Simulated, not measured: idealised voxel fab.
process module | voxel fin reveal
cross-section cut | 165 nm wide | cells 5 nm
A cross-section is a grid of square cells, given in bands from the top down. A band is one or more rows of cells.
Each band's line starts with the height of the band's top and of its bottom, in nm. Then come its materials from left to right, each with its width in nm. One material with "throughout" fills the band from edge to edge. "air" is empty space.
Height 0 is the level under which the wafer as received is all one material. The lowest band goes on downwards, as in "0 down".
A width such as "30 to 40" changes by the same amount from each row of cells to the next, from the band's top row to its bottom row.
"no change" after a step means that no cell of the cross-section changed.
closed voids: empty space of 8 cells or more with no open way to the top, each as width x height at its distance from the left edge, in nm
after a step's settings: what the simulator itself notes on the step
overlay nm, on a step with a mask: how far to the right of its planned place the mask lay; to the left if negative
plan
1 op RECEIVE | material Si
2 op CONFORMAL_DEP | material SiN | thk nm 5
3 op PATTERN | tone cover | mask id FINS | material resist | width nm 15 | pitch nm 35 | thk nm 20 | overlay nm 0
4 op DIRECTIONAL_ETCH | etch materials SiN | depth nm 5
5 op DIRECTIONAL_ETCH | etch materials Si | depth nm 30
6 op STRIP | etch materials resist
7 op OXIDIZE | depth nm 5
8 op FILL_DEP | material SiO2 | thk nm 5
9 op CMP | height nm 5
10 op SELECTIVE_ETCH | etch materials SiO2 | depth nm 20
11 op STRIP | etch materials SiN
12 op CONFORMAL_DEP | material HfO2 | thk nm 5
first wafer, as planned
as received, after step 1
  0 down: Si throughout
  closed voids: none
after step 2
  5 to 0: SiN throughout
  below 0: unchanged
after step 3
  25 to 5: air 20 | resist 15 | air 20 | resist 15 | air 20 | resist 15 | air 20 | resist 15 | air 25
  below 5: unchanged
after step 4
  25 to 5: air 20 | resist 15 | air 20 | resist 15 | air 20 | resist 15 | air 20 | resist 15 | air 25
  5 to 0: air 20 | SiN 15 | air 20 | SiN 15 | air 20 | SiN 15 | air 20 | SiN 15 | air 25
  below 0: unchanged
after step 5
  25 to 5: air 20 | resist 15 | air 20 | resist 15 | air 20 | resist 15 | air 20 | resist 15 | air 25
  5 to 0: air 20 | SiN 15 | air 20 | SiN 15 | air 20 | SiN 15 | air 20 | SiN 15 | air 25
  0 to -30: air 20 | Si 15 | air 20 | Si 15 | air 20 | Si 15 | air 20 | Si 15 | air 25
  below -30: unchanged
after step 6
  5 to 0: air 20 | SiN 15 | air 20 | SiN 15 | air 20 | SiN 15 | air 20 | SiN 15 | air 25
  below 0: unchanged
after step 7
  5 to 0: air 20 | SiN 15 | air 20 | SiN 15 | air 20 | SiN 15 | air 20 | SiN 15 | air 25
  0 to -30: air 20 | SiO2 5 | Si 5 | SiO2 5 | air 20 | SiO2 5 | Si 5 | SiO2 5 | air 20 | SiO2 5 | Si 5 | SiO2 5 | air 20 | SiO2 5 | Si 5 | SiO2 5 | air 25
  -30 to -35: SiO2 25 | Si 5 | SiO2 30 | Si 5 | SiO2 30 | Si 5 | SiO2 30 | Si 5 | SiO2 30
  below -35: unchanged
after step 8
  10 to 5: SiO2 throughout
  5 to 0: SiO2 20 | SiN 15 | SiO2 20 | SiN 15 | SiO2 20 | SiN 15 | SiO2 20 | SiN 15 | SiO2 25
  0 to -35: SiO2 25 | Si 5 | SiO2 30 | Si 5 | SiO2 30 | Si 5 | SiO2 30 | Si 5 | SiO2 30
  below -35: unchanged
after step 9
  5 to 0: SiO2 20 | SiN 15 | SiO2 20 | SiN 15 | SiO2 20 | SiN 15 | SiO2 20 | SiN 15 | SiO2 25
  below 0: unchanged
after step 10
  5 to 0: air 20 | SiN 15 | air 20 | SiN 15 | air 20 | SiN 15 | air 20 | SiN 15 | air 25
  0 to -15: air 25 | Si 5 | air 30 | Si 5 | air 30 | Si 5 | air 30 | Si 5 | air 30
  below -15: unchanged
after step 11
  0 to -15: air 25 | Si 5 | air 30 | Si 5 | air 30 | Si 5 | air 30 | Si 5 | air 30
  below -15: unchanged
after step 12
  5 to 0: air 20 | HfO2 15 | air 20 | HfO2 15 | air 20 | HfO2 15 | air 20 | HfO2 15 | air 25
  0 to -10: air 20 | HfO2 5 | Si 5 | HfO2 5 | air 20 | HfO2 5 | Si 5 | HfO2 5 | air 20 | HfO2 5 | Si 5 | HfO2 5 | air 20 | HfO2 5 | Si 5 | HfO2 5 | air 25
  -10 to -15: HfO2 25 | Si 5 | HfO2 30 | Si 5 | HfO2 30 | Si 5 | HfO2 30 | Si 5 | HfO2 30
  below -15: unchanged
second wafer: like start, like plan, one mistake. Through step 11 it matches the first wafer
when step 12 should have ended: no change
what went wrong: step 12 was left out
at the end the second wafer has, in cells: 57 fewer of HfO2
